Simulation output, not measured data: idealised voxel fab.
process module | voxel self aligned contacts
cross-section cut | 290 nm wide | cells 5 nm
A cross-section is a grid of square cells, given in bands from the top down. A band is one or more rows of cells.
Each band's line starts with the height of the band's top and of its bottom, in nm. Then come its materials from left to right, each with its width in nm. One material with "throughout" fills the band from edge to edge. "air" is empty space.
Height 0 is the level under which the wafer as received is all one material. The lowest band goes on downwards, as in "0 down".
A width such as "30 to 40" changes by the same amount from each row of cells to the next, from the band's top row to its bottom row.
"no change" after a step means that no cell of the cross-section changed.
closed voids: empty space of 8 cells or more with no open way to the top, each as width x height at its distance from the left edge, in nm
after a step's settings: what the simulator itself notes on the step
overlay nm, on a step with a mask: how far to the right of its planned place the mask lay; to the left if negative
plan
1 op RECEIVE | material Si
2 op CONFORMAL_DEP | material SiO2 | thk nm 5
3 op DIRECTIONAL_DEP | material polySi | thk nm 30
4 op DIRECTIONAL_DEP | material SiN | thk nm 15
5 op DIRECTIONAL_DEP | material aC | thk nm 10
6 op PATTERN | tone cover | mask id GATE | material resist | width nm 35 | pitch nm 70 | thk nm 25 | overlay nm 0
7 op DIRECTIONAL_ETCH | etch materials aC | depth nm 10
8 op STRIP | etch materials resist
9 op DIRECTIONAL_ETCH | etch materials SiN | depth nm 15
10 op DIRECTIONAL_ETCH | etch materials polySi | depth nm 30
11 op STRIP | etch materials aC
12 op CONFORMAL_DEP | material SiN | thk nm 5
13 op DIRECTIONAL_ETCH | etch materials SiN | depth nm 5
14 op FILL_DEP | material SiO2 | thk nm 15
15 op CMP | height nm 60
16 op PATTERN | tone open | mask id CONTACT | material resist | width nm 55 | thk nm 15 | overlay nm 0
17 op DIRECTIONAL_ETCH | etch materials SiO2 | depth nm 60
18 op STRIP | etch materials resist
19 op CONFORMAL_DEP | material TiN | thk nm 5
20 op FILL_DEP | material W | thk nm 10
21 op CMP | height nm 60
22 op CONFORMAL_DEP | material SiN | thk nm 5
as received, after step 1
  0 down: Si throughout
  closed voids: none
first wafer at the end, as planned
  65 to 60: SiN throughout
  60 to 50: SiO2 115 | TiN 5 to 20 | W 45 to 15 | TiN 5 to 20 | SiO2 120
  50 to 35: SiO2 85 | SiN 45 | TiN 5 | W 15 | TiN 5 | SiN 45 | SiO2 90
  35 to 5: SiO2 85 | SiN 5 | polySi 35 | SiN 5 | TiN 5 | W 15 | TiN 5 | SiN 5 | polySi 35 | SiN 5 | SiO2 90
  5 to 0: SiO2 130 | TiN 25 | SiO2 135
  0 down: Si throughout
  closed voids: none
second wafer at the end: like start, like plan, one mistake
  65 to 60: SiN throughout
  60 to 50: SiO2 115 | TiN 5 | W 45 | TiN 5 | SiO2 120
  50 to 45: SiO2 115 | TiN 15 | W 25 | TiN 15 | SiO2 120
  45 to 35: SiO2 90 | SiN 35 | TiN 5 | W 25 | TiN 5 | SiN 35 | SiO2 95
  35 to 5: SiO2 90 | polySi 35 | TiN 5 | W 25 | TiN 5 | polySi 35 | SiO2 95
  5 to 0: SiO2 125 | TiN 35 | SiO2 130
  0 down: Si throughout
  closed voids: none
what went wrong: step 12 was left out
at the end the second wafer has, in cells: 50 fewer of SiN | 26 more of SiO2 | 24 more of W
